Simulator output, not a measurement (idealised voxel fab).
Documented hereafter: the process module known as voxel wiring stack.
The cross-section on display is named cut; it measures 250 nm wide, and its cells are 5 nm squares.
A cross-section is written here as square cells arranged in a grid, and it is given in bands from the top down, each band taking up one or more rows of cells.
Band: top height; bottom height; in nm. Then, left to right: material with width in nm, for each material. "throughout": a single material spanning edge to edge. "blank": empty space.
We count height from 0. Below that, the starting wafer is all one material. The lowest band never ends at the bottom but goes on down; see "from 0 down" for how that is written.
With a width like "30->40", each row of cells in the band differs from the next by the same amount, the top row carrying the first number and the bottom row the second.
The designation "all unchanged", where it is given for a processing step, indicates that no cell of the cross-section was altered in the course of that step.
The label "Sealed void inventory" introduces a list of the empty spaces, 8 cells or larger, that have no open way up to the top; each entry in it reads width x height at distance, where the distance is taken from the left edge and all three are stated in nm.
Formally, on a step line, whatever follows the settings is a remark that the simulator itself makes on the step.
The optional step-line setting "overlay nm" applies to steps with a mask and quantifies how far to the right of its planned location the mask lay, a negative value indicating leftward placement.
### List of planned process steps
1) op RECEIVE | material Si
2) op CONFORMAL_DEP | material SiO2 | thk nm 10
3) op CONFORMAL_DEP | material SiCN | thk nm 5
4) op DIRECTIONAL_DEP | material SiO2 | thk nm 15
5) op DIRECTIONAL_DEP | material aC | thk nm 10
6) op PATTERN | tone open | mask id METAL_1 | material resist | width nm 20 | pitch nm 35 | thk nm 25 | overlay nm 0
7) op DIRECTIONAL_ETCH | etch materials aC | depth nm 10
8) op STRIP | etch materials resist
9) op DIRECTIONAL_ETCH | etch materials SiO2 | depth nm 15
10) op DIRECTIONAL_ETCH | etch materials SiCN | depth nm 5
11) op STRIP | etch materials aC
12) op CONFORMAL_DEP | material TiN | thk nm 5
13) op FILL_DEP | material Cu | thk nm 10
14) op CMP | height nm 30
15) op EPI | material Ru | thk nm 5
16) op FILL_DEP | material SiCN | thk nm 5
17) op DIRECTIONAL_DEP | material SiO2 | thk nm 15
18) op DIRECTIONAL_DEP | material aC | thk nm 10
19) op PATTERN | tone open | mask id PLUG_1 | material resist | width nm 15 | pitch nm 70 | thk nm 25 | overlay nm 0
20) op DIRECTIONAL_ETCH | etch materials aC | depth nm 10
21) op STRIP | etch materials resist
22) op DIRECTIONAL_ETCH | etch materials SiO2 | depth nm 15
23) op DIRECTIONAL_ETCH | etch materials SiCN | depth nm 5
24) op STRIP | etch materials aC
25) op CONFORMAL_DEP | material TiN | thk nm 5
26) op FILL_DEP | material W | thk nm 5
27) op CMP | height nm 55
28) op DIRECTIONAL_DEP | material TiN | thk nm 5
29) op DIRECTIONAL_DEP | material W | thk nm 25
30) op MASKED_ETCH | tone cover | mask id METAL_2 | width nm 20 | pitch nm 35 | etch materials W | depth nm 25 | overlay nm 0
31) op MASKED_ETCH | tone cover | mask id METAL_2 | width nm 20 | pitch nm 35 | etch materials TiN | depth nm 5 | overlay nm 0
32) op CONFORMAL_DEP | material SiN | thk nm 5
33) op FILL_DEP | material SiO2 | thk nm 5
34) op CMP | height nm 85
35) op CONFORMAL_DEP | material SiCN | thk nm 5
36) op DIRECTIONAL_DEP | material lowk | thk nm 25
37) op DIRECTIONAL_DEP | material aC | thk nm 10
38) op PATTERN | tone open | mask id METAL_3 | material resist | width nm 20 | pitch nm 35 | thk nm 25 | overlay nm 0
39) op DIRECTIONAL_ETCH | etch materials aC | depth nm 10
40) op STRIP | etch materials resist
41) op DIRECTIONAL_ETCH | etch materials lowk | depth nm 15
42) op STRIP | etch materials aC
43) op PATTERN | tone open | mask id METAL_3_HOLES | material resist | width nm 15 | pitch nm 35 | thk nm 20 | overlay nm 0
44) op DIRECTIONAL_ETCH | etch materials lowk | depth nm 10
45) op DIRECTIONAL_ETCH | etch materials SiCN | depth nm 5
46) op STRIP | etch materials resist
47) op CONFORMAL_DEP | material TiN | thk nm 5
48) op FILL_DEP | material Cu | thk nm 10
49) op CMP | height nm 115
50) op CONFORMAL_DEP | material SiN | thk nm 5
### Wafer, first of two, run as planned
### As received (post step 1): cross-section
- from 0 down | Si throughout
- Sealed void inventory: none
### The following cross-section depicts the wafer upon completion of step 2
- from 10 to 0 | SiO2 throughout
- Below a height of 0, the structure has not been altered.
### The following cross-section depicts the wafer upon completion of step 3
- from 15 to 10 | SiCN throughout
- Below a height of 10, the structure has not been altered.
### The following cross-section depicts the wafer upon completion of step 4
- from 30 to 15 | SiO2 throughout
- Below a height of 15, the structure has not been altered.
### The following cross-section depicts the wafer upon completion of step 5
- from 40 to 30 | aC throughout
- Below a height of 30, the structure has not been altered.
### The following cross-section depicts the wafer upon completion of step 6
- from 65 to 40 | resist 80 nm, blank 20 nm, resist 15 nm, blank 20 nm, resist 15 nm, blank 20 nm, resist 80 nm
- Below a height of 40, the structure has not been altered.
### The following cross-section depicts the wafer upon completion of step 7
- from 55 to 40 | resist 80 nm, blank 20 nm, resist 15 nm, blank 20 nm, resist 15 nm, blank 20 nm, resist 80 nm
- from 40 to 30 | aC 80 nm, blank 20 nm, aC 15 nm, blank 20 nm, aC 15 nm, blank 20 nm, aC 80 nm
- Below a height of 30, the structure has not been altered.
### The following cross-section depicts the wafer upon completion of step 8
- from 40 to 30 | aC 80 nm, blank 20 nm, aC 15 nm, blank 20 nm, aC 15 nm, blank 20 nm, aC 80 nm
- Below a height of 30, the structure has not been altered.
### The following cross-section depicts the wafer upon completion of step 9
- from 40 to 30 | aC 80 nm, blank 20 nm, aC 15 nm, blank 20 nm, aC 15 nm, blank 20 nm, aC 80 nm
- from 30 to 15 | SiO2 80 nm, blank 20 nm, SiO2 15 nm, blank 20 nm, SiO2 15 nm, blank 20 nm, SiO2 80 nm
- Below a height of 15, the structure has not been altered.
### The following cross-section depicts the wafer upon completion of step 10
- from 40 to 30 | aC 80 nm, blank 20 nm, aC 15 nm, blank 20 nm, aC 15 nm, blank 20 nm, aC 80 nm
- from 30 to 15 | SiO2 80 nm, blank 20 nm, SiO2 15 nm, blank 20 nm, SiO2 15 nm, blank 20 nm, SiO2 80 nm
- from 15 to 10 | SiCN 80 nm, blank 20 nm, SiCN 15 nm, blank 20 nm, SiCN 15 nm, blank 20 nm, SiCN 80 nm
- Below a height of 10, the structure has not been altered.
### The following cross-section depicts the wafer upon completion of step 11
- from 30 to 15 | SiO2 80 nm, blank 20 nm, SiO2 15 nm, blank 20 nm, SiO2 15 nm, blank 20 nm, SiO2 80 nm
- Below a height of 15, the structure has not been altered.
### The following cross-section depicts the wafer upon completion of step 12
- from 35 to 30 | TiN 85 nm, blank 10 nm, TiN 25 nm, blank 10 nm, TiN 25 nm, blank 10 nm, TiN 85 nm
- from 30 to 15 | SiO2 80 nm, TiN 5 nm, blank 10 nm, TiN 5 nm, SiO2 15 nm, TiN 5 nm, blank 10 nm, TiN 5 nm, SiO2 15 nm, TiN 5 nm, blank 10 nm, TiN 5 nm, SiO2 80 nm
- from 15 to 10 | SiCN 80 nm, TiN 20 nm, SiCN 15 nm, TiN 20 nm, SiCN 15 nm, TiN 20 nm, SiCN 80 nm
- Below a height of 10, the structure has not been altered.
### The following cross-section depicts the wafer upon completion of step 13
- from 45 to 35 | Cu throughout
- from 35 to 30 | TiN 85 nm, Cu 10 nm, TiN 25 nm, Cu 10 nm, TiN 25 nm, Cu 10 nm, TiN 85 nm
- from 30 to 15 | SiO2 80 nm, TiN 5 nm, Cu 10 nm, TiN 5 nm, SiO2 15 nm, TiN 5 nm, Cu 10 nm, TiN 5 nm, SiO2 15 nm, TiN 5 nm, Cu 10 nm, TiN 5 nm, SiO2 80 nm
- Below a height of 15, the structure has not been altered.
### The following cross-section depicts the wafer upon completion of step 14
- from 30 to 15 | SiO2 80 nm, TiN 5 nm, Cu 10 nm, TiN 5 nm, SiO2 15 nm, TiN 5 nm, Cu 10 nm, TiN 5 nm, SiO2 15 nm, TiN 5 nm, Cu 10 nm, TiN 5 nm, SiO2 80 nm
- Below a height of 15, the structure has not been altered.
### The following cross-section depicts the wafer upon completion of step 15
- from 35 to 30 | blank 75 nm, Ru 30 nm, blank 5 nm, Ru 30 nm, blank 5 nm, Ru 30 nm, blank 75 nm
- Below a height of 30, the structure has not been altered.
### The following cross-section depicts the wafer upon completion of step 16
- from 40 to 35 | SiCN throughout
- from 35 to 30 | SiCN 75 nm, Ru 30 nm, SiCN 5 nm, Ru 30 nm, SiCN 5 nm, Ru 30 nm, SiCN 75 nm
- Below a height of 30, the structure has not been altered.
### The following cross-section depicts the wafer upon completion of step 17
- from 55 to 40 | SiO2 throughout
- Below a height of 40, the structure has not been altered.
### The following cross-section depicts the wafer upon completion of step 18
- from 65 to 55 | aC throughout
- Below a height of 55, the structure has not been altered.
### The following cross-section depicts the wafer upon completion of step 19
- from 90 to 65 | resist 80 nm, blank 15 nm, resist 55 nm, blank 15 nm, resist 85 nm
- Below a height of 65, the structure has not been altered.
### The following cross-section depicts the wafer upon completion of step 20
- from 80 to 65 | resist 80 nm, blank 15 nm, resist 55 nm, blank 15 nm, resist 85 nm
- from 65 to 55 | aC 80 nm, blank 15 nm, aC 55 nm, blank 15 nm, aC 85 nm
- Below a height of 55, the structure has not been altered.
### The following cross-section depicts the wafer upon completion of step 21
- from 65 to 55 | aC 80 nm, blank 15 nm, aC 55 nm, blank 15 nm, aC 85 nm
- Below a height of 55, the structure has not been altered.
### The following cross-section depicts the wafer upon completion of step 22
- from 65 to 55 | aC 80 nm, blank 15 nm, aC 55 nm, blank 15 nm, aC 85 nm
- from 55 to 40 | SiO2 80 nm, blank 15 nm, SiO2 55 nm, blank 15 nm, SiO2 85 nm
- Below a height of 40, the structure has not been altered.
### The following cross-section depicts the wafer upon completion of step 23
- from 65 to 55 | aC 80 nm, blank 15 nm, aC 55 nm, blank 15 nm, aC 85 nm
- from 55 to 40 | SiO2 80 nm, blank 15 nm, SiO2 55 nm, blank 15 nm, SiO2 85 nm
- from 40 to 35 | SiCN 80 nm, blank 15 nm, SiCN 55 nm, blank 15 nm, SiCN 85 nm
- Below a height of 35, the structure has not been altered.
### The following cross-section depicts the wafer upon completion of step 24
- from 55 to 40 | SiO2 80 nm, blank 15 nm, SiO2 55 nm, blank 15 nm, SiO2 85 nm
- Below a height of 40, the structure has not been altered.
### The following cross-section depicts the wafer upon completion of step 25
- from 60 to 55 | TiN 85 nm, blank 5 nm, TiN 65 nm, blank 5 nm, TiN 90 nm
- from 55 to 40 | SiO2 80 nm, TiN 5 nm, blank 5 nm, TiN 5 nm, SiO2 55 nm, TiN 5 nm, blank 5 nm, TiN 5 nm, SiO2 85 nm
- from 40 to 35 | SiCN 80 nm, TiN 15 nm, SiCN 55 nm, TiN 15 nm, SiCN 85 nm
- Below a height of 35, the structure has not been altered.
### The following cross-section depicts the wafer upon completion of step 26
- from 65 to 60 | W throughout
- from 60 to 55 | TiN 85 nm, W 5 nm, TiN 65 nm, W 5 nm, TiN 90 nm
- from 55 to 40 | SiO2 80 nm, TiN 5 nm, W 5 nm, TiN 5 nm, SiO2 55 nm, TiN 5 nm, W 5 nm, TiN 5 nm, SiO2 85 nm
- Below a height of 40, the structure has not been altered.
### The following cross-section depicts the wafer upon completion of step 27
- from 55 to 40 | SiO2 80 nm, TiN 5 nm, W 5 nm, TiN 5 nm, SiO2 55 nm, TiN 5 nm, W 5 nm, TiN 5 nm, SiO2 85 nm
- Below a height of 40, the structure has not been altered.
### The following cross-section depicts the wafer upon completion of step 28
- from 60 to 55 | TiN throughout
- Below a height of 55, the structure has not been altered.
### The following cross-section depicts the wafer upon completion of step 29
- from 85 to 60 | W throughout
- Below a height of 60, the structure has not been altered.
### The following cross-section depicts the wafer upon completion of step 30
- from 85 to 60 | blank 80 nm, W 20 nm, blank 15 nm, W 20 nm, blank 15 nm, W 20 nm, blank 80 nm
- Below a height of 60, the structure has not been altered.
### The following cross-section depicts the wafer upon completion of step 31
- from 85 to 60 | blank 80 nm, W 20 nm, blank 15 nm, W 20 nm, blank 15 nm, W 20 nm, blank 80 nm
- from 60 to 55 | blank 80 nm, TiN 20 nm, blank 15 nm, TiN 20 nm, blank 15 nm, TiN 20 nm, blank 80 nm
- Below a height of 55, the structure has not been altered.
### The following cross-section depicts the wafer upon completion of step 32
- from 90 to 85 | blank 75 nm, SiN 30 nm, blank 5 nm, SiN 30 nm, blank 5 nm, SiN 30 nm, blank 75 nm
- from 85 to 60 | blank 75 nm, SiN 5 nm, W 20 nm, SiN 5 nm, blank 5 nm, SiN 5 nm, W 20 nm, SiN 5 nm, blank 5 nm, SiN 5 nm, W 20 nm, SiN 5 nm, blank 75 nm
- from 60 to 55 | SiN 80 nm, TiN 20 nm, SiN 15 nm, TiN 20 nm, SiN 15 nm, TiN 20 nm, SiN 80 nm
- Below a height of 55, the structure has not been altered.
### The following cross-section depicts the wafer upon completion of step 33
- from 95 to 90 | SiO2 throughout
- from 90 to 85 | SiO2 75 nm, SiN 30 nm, SiO2 5 nm, SiN 30 nm, SiO2 5 nm, SiN 30 nm, SiO2 75 nm
- from 85 to 60 | SiO2 75 nm, SiN 5 nm, W 20 nm, SiN 5 nm, SiO2 5 nm, SiN 5 nm, W 20 nm, SiN 5 nm, SiO2 5 nm, SiN 5 nm, W 20 nm, SiN 5 nm, SiO2 75 nm
- Below a height of 60, the structure has not been altered.
### The following cross-section depicts the wafer upon completion of step 34
- from 85 to 60 | SiO2 75 nm, SiN 5 nm, W 20 nm, SiN 5 nm, SiO2 5 nm, SiN 5 nm, W 20 nm, SiN 5 nm, SiO2 5 nm, SiN 5 nm, W 20 nm, SiN 5 nm, SiO2 75 nm
- Below a height of 60, the structure has not been altered.
### The following cross-section depicts the wafer upon completion of step 35
- from 90 to 85 | SiCN throughout
- Below a height of 85, the structure has not been altered.
### The following cross-section depicts the wafer upon completion of step 36
- from 115 to 90 | lowk throughout
- Below a height of 90, the structure has not been altered.
### The following cross-section depicts the wafer upon completion of step 37
- from 125 to 115 | aC throughout
- Below a height of 115, the structure has not been altered.
### The following cross-section depicts the wafer upon completion of step 38
- from 150 to 125 | resist 80 nm, blank 20 nm, resist 15 nm, blank 20 nm, resist 15 nm, blank 20 nm, resist 80 nm
- Below a height of 125, the structure has not been altered.
### The following cross-section depicts the wafer upon completion of step 39
- from 140 to 125 | resist 80 nm, blank 20 nm, resist 15 nm, blank 20 nm, resist 15 nm, blank 20 nm, resist 80 nm
- from 125 to 115 | aC 80 nm, blank 20 nm, aC 15 nm, blank 20 nm, aC 15 nm, blank 20 nm, aC 80 nm
- Below a height of 115, the structure has not been altered.
### The following cross-section depicts the wafer upon completion of step 40
- from 125 to 115 | aC 80 nm, blank 20 nm, aC 15 nm, blank 20 nm, aC 15 nm, blank 20 nm, aC 80 nm
- Below a height of 115, the structure has not been altered.
### The following cross-section depicts the wafer upon completion of step 41
- from 125 to 115 | aC 80 nm, blank 20 nm, aC 15 nm, blank 20 nm, aC 15 nm, blank 20 nm, aC 80 nm
- from 115 to 100 | lowk 80 nm, blank 20 nm, lowk 15 nm, blank 20 nm, lowk 15 nm, blank 20 nm, lowk 80 nm
- Below a height of 100, the structure has not been altered.
### The following cross-section depicts the wafer upon completion of step 42
- from 115 to 100 | lowk 80 nm, blank 20 nm, lowk 15 nm, blank 20 nm, lowk 15 nm, blank 20 nm, lowk 80 nm
- Below a height of 100, the structure has not been altered.
### The following cross-section depicts the wafer upon completion of step 43
- from 135 to 115 | resist 80 nm, blank 15 nm, resist 20 nm, blank 15 nm, resist 20 nm, blank 15 nm, resist 85 nm
- from 115 to 100 | lowk 80 nm, blank 15 nm, resist 5 nm, lowk 15 nm, blank 15 nm, resist 5 nm, lowk 15 nm, blank 15 nm, resist 5 nm, lowk 80 nm
- Below a height of 100, the structure has not been altered.
### The following cross-section depicts the wafer upon completion of step 44
- from 135 to 115 | resist 80 nm, blank 15 nm, resist 20 nm, blank 15 nm, resist 20 nm, blank 15 nm, resist 85 nm
- from 115 to 100 | lowk 80 nm, blank 15 nm, resist 5 nm, lowk 15 nm, blank 15 nm, resist 5 nm, lowk 15 nm, blank 15 nm, resist 5 nm, lowk 80 nm
- from 100 to 90 | lowk 80 nm, blank 15 nm, lowk 20 nm, blank 15 nm, lowk 20 nm, blank 15 nm, lowk 85 nm
- Below a height of 90, the structure has not been altered.
### The following cross-section depicts the wafer upon completion of step 45
- from 135 to 115 | resist 80 nm, blank 15 nm, resist 20 nm, blank 15 nm, resist 20 nm, blank 15 nm, resist 85 nm
- from 115 to 100 | lowk 80 nm, blank 15 nm, resist 5 nm, lowk 15 nm, blank 15 nm, resist 5 nm, lowk 15 nm, blank 15 nm, resist 5 nm, lowk 80 nm
- from 100 to 90 | lowk 80 nm, blank 15 nm, lowk 20 nm, blank 15 nm, lowk 20 nm, blank 15 nm, lowk 85 nm
- from 90 to 85 | SiCN 80 nm, blank 15 nm, SiCN 20 nm, blank 15 nm, SiCN 20 nm, blank 15 nm, SiCN 85 nm
- Below a height of 85, the structure has not been altered.
### The following cross-section depicts the wafer upon completion of step 46
- from 115 to 100 | lowk 80 nm, blank 20 nm, lowk 15 nm, blank 20 nm, lowk 15 nm, blank 20 nm, lowk 80 nm
- Below a height of 100, the structure has not been altered.
### The following cross-section depicts the wafer upon completion of step 47
- from 120 to 115 | TiN 85 nm, blank 10 nm, TiN 25 nm, blank 10 nm, TiN 25 nm, blank 10 nm, TiN 85 nm
- from 115 to 105 | lowk 80 nm, TiN 5 nm, blank 10 nm, TiN 5 nm, lowk 15 nm, TiN 5 nm, blank 10 nm, TiN 5 nm, lowk 15 nm, TiN 5 nm, blank 10 nm, TiN 5 nm, lowk 80 nm
- from 105 to 100 | lowk 80 nm, TiN 5 nm, blank 5 nm, TiN 10 nm, lowk 15 nm, TiN 5 nm, blank 5 nm, TiN 10 nm, lowk 15 nm, TiN 5 nm, blank 5 nm, TiN 10 nm, lowk 80 nm
- from 100 to 90 | lowk 80 nm, TiN 5 nm, blank 5 nm, TiN 5 nm, lowk 20 nm, TiN 5 nm, blank 5 nm, TiN 5 nm, lowk 20 nm, TiN 5 nm, blank 5 nm, TiN 5 nm, lowk 85 nm
- from 90 to 85 | SiCN 80 nm, TiN 15 nm, SiCN 20 nm, TiN 15 nm, SiCN 20 nm, TiN 15 nm, SiCN 85 nm
- Below a height of 85, the structure has not been altered.
### The following cross-section depicts the wafer upon completion of step 48
- from 130 to 120 | Cu throughout
- from 120 to 115 | TiN 85 nm, Cu 10 nm, TiN 25 nm, Cu 10 nm, TiN 25 nm, Cu 10 nm, TiN 85 nm
- from 115 to 105 | lowk 80 nm, TiN 5 nm, Cu 10 nm, TiN 5 nm, lowk 15 nm, TiN 5 nm, Cu 10 nm, TiN 5 nm, lowk 15 nm, TiN 5 nm, Cu 10 nm, TiN 5 nm, lowk 80 nm
- from 105 to 100 | lowk 80 nm, TiN 5 nm, Cu 5 nm, TiN 10 nm, lowk 15 nm, TiN 5 nm, Cu 5 nm, TiN 10 nm, lowk 15 nm, TiN 5 nm, Cu 5 nm, TiN 10 nm, lowk 80 nm
- from 100 to 90 | lowk 80 nm, TiN 5 nm, Cu 5 nm, TiN 5 nm, lowk 20 nm, TiN 5 nm, Cu 5 nm, TiN 5 nm, lowk 20 nm, TiN 5 nm, Cu 5 nm, TiN 5 nm, lowk 85 nm
- Below a height of 90, the structure has not been altered.
### The following cross-section depicts the wafer upon completion of step 49
- from 115 to 105 | lowk 80 nm, TiN 5 nm, Cu 10 nm, TiN 5 nm, lowk 15 nm, TiN 5 nm, Cu 10 nm, TiN 5 nm, lowk 15 nm, TiN 5 nm, Cu 10 nm, TiN 5 nm, lowk 80 nm
- Below a height of 105, the structure has not been altered.
### The following cross-section depicts the wafer upon completion of step 50
- from 120 to 115 | SiN throughout
- Below a height of 115, the structure has not been altered.
### Second wafer - shared start and plan with the first - one error in running - same as the first up to step 42 inclusive
### Cross-sectional view of the second wafer at the intended end time of process step 43
- from 135 to 115 | blank 80 nm, resist 15 nm, blank 20 nm, resist 15 nm, blank 20 nm, resist 15 nm, blank 85 nm
- from 115 to 100 | lowk 80 nm, resist 15 nm, blank 5 nm, lowk 15 nm, resist 15 nm, blank 5 nm, lowk 15 nm, resist 15 nm, blank 5 nm, lowk 80 nm
- Below a height of 100, the structure has not been altered.
### Cross-sectional view of the second wafer at the intended end time of process step 44
- from 135 to 105 | blank 80 nm, resist 15 nm, blank 20 nm, resist 15 nm, blank 20 nm, resist 15 nm, blank 85 nm
- from 105 to 100 | lowk 80 nm, resist 15 nm, blank 5 nm, lowk 15 nm, resist 15 nm, blank 5 nm, lowk 15 nm, resist 15 nm, blank 5 nm, lowk 80 nm
- from 100 to 90 | lowk 95 nm, blank 5 nm, lowk 30 nm, blank 5 nm, lowk 30 nm, blank 5 nm, lowk 80 nm
- Below a height of 90, the structure has not been altered.
### Cross-sectional view of the second wafer at the intended end time of process step 45
- from 135 to 105 | blank 80 nm, resist 15 nm, blank 20 nm, resist 15 nm, blank 20 nm, resist 15 nm, blank 85 nm
- from 105 to 100 | lowk 80 nm, resist 15 nm, blank 5 nm, lowk 15 nm, resist 15 nm, blank 5 nm, lowk 15 nm, resist 15 nm, blank 5 nm, lowk 80 nm
- from 100 to 90 | lowk 95 nm, blank 5 nm, lowk 30 nm, blank 5 nm, lowk 30 nm, blank 5 nm, lowk 80 nm
- from 90 to 85 | SiCN 95 nm, blank 5 nm, SiCN 30 nm, blank 5 nm, SiCN 30 nm, blank 5 nm, SiCN 80 nm
- Below a height of 85, the structure has not been altered.
### Cross-sectional view of the second wafer at the intended end time of process step 46
- from 105 to 100 | lowk 80 nm, blank 20 nm, lowk 15 nm, blank 20 nm, lowk 15 nm, blank 20 nm, lowk 80 nm
- Below a height of 100, the structure has not been altered.
### Cross-sectional view of the second wafer at the intended end time of process step 47
- from 110 to 105 | TiN 85 nm, blank 10 nm, TiN 25 nm, blank 10 nm, TiN 25 nm, blank 10 nm, TiN 85 nm
- from 105 to 100 | lowk 80 nm, TiN 20 nm, lowk 15 nm, TiN 20 nm, lowk 15 nm, TiN 20 nm, lowk 80 nm
- from 100 to 90 | lowk 95 nm, TiN 5 nm, lowk 30 nm, TiN 5 nm, lowk 30 nm, TiN 5 nm, lowk 80 nm
- from 90 to 85 | SiCN 95 nm, TiN 5 nm, SiCN 30 nm, TiN 5 nm, SiCN 30 nm, TiN 5 nm, SiCN 80 nm
- Below a height of 85, the structure has not been altered.
### Cross-sectional view of the second wafer at the intended end time of process step 48
- from 120 to 110 | Cu throughout
- from 110 to 105 | TiN 85 nm, Cu 10 nm, TiN 25 nm, Cu 10 nm, TiN 25 nm, Cu 10 nm, TiN 85 nm
- Below a height of 105, the structure has not been altered.
### Cross-sectional view of the second wafer at the intended end time of process step 49
- from 115 to 110 | Cu throughout
- Below a height of 110, the structure has not been altered.
### Cross-sectional view of the second wafer at the intended end time of process step 50
- from 120 to 115 | SiN throughout
- Below a height of 115, the structure has not been altered.
Run error: contrary to plan, step 43 was performed as op PATTERN | tone cover | mask id METAL_3_HOLES | material resist | width nm 15 | pitch nm 35 | thk nm 20 | overlay nm 0
The closing comparison, in cells, has the second wafer with more or fewer of some materials than the first: Cu +35 | SiCN +6 | TiN +23 | lowk -64
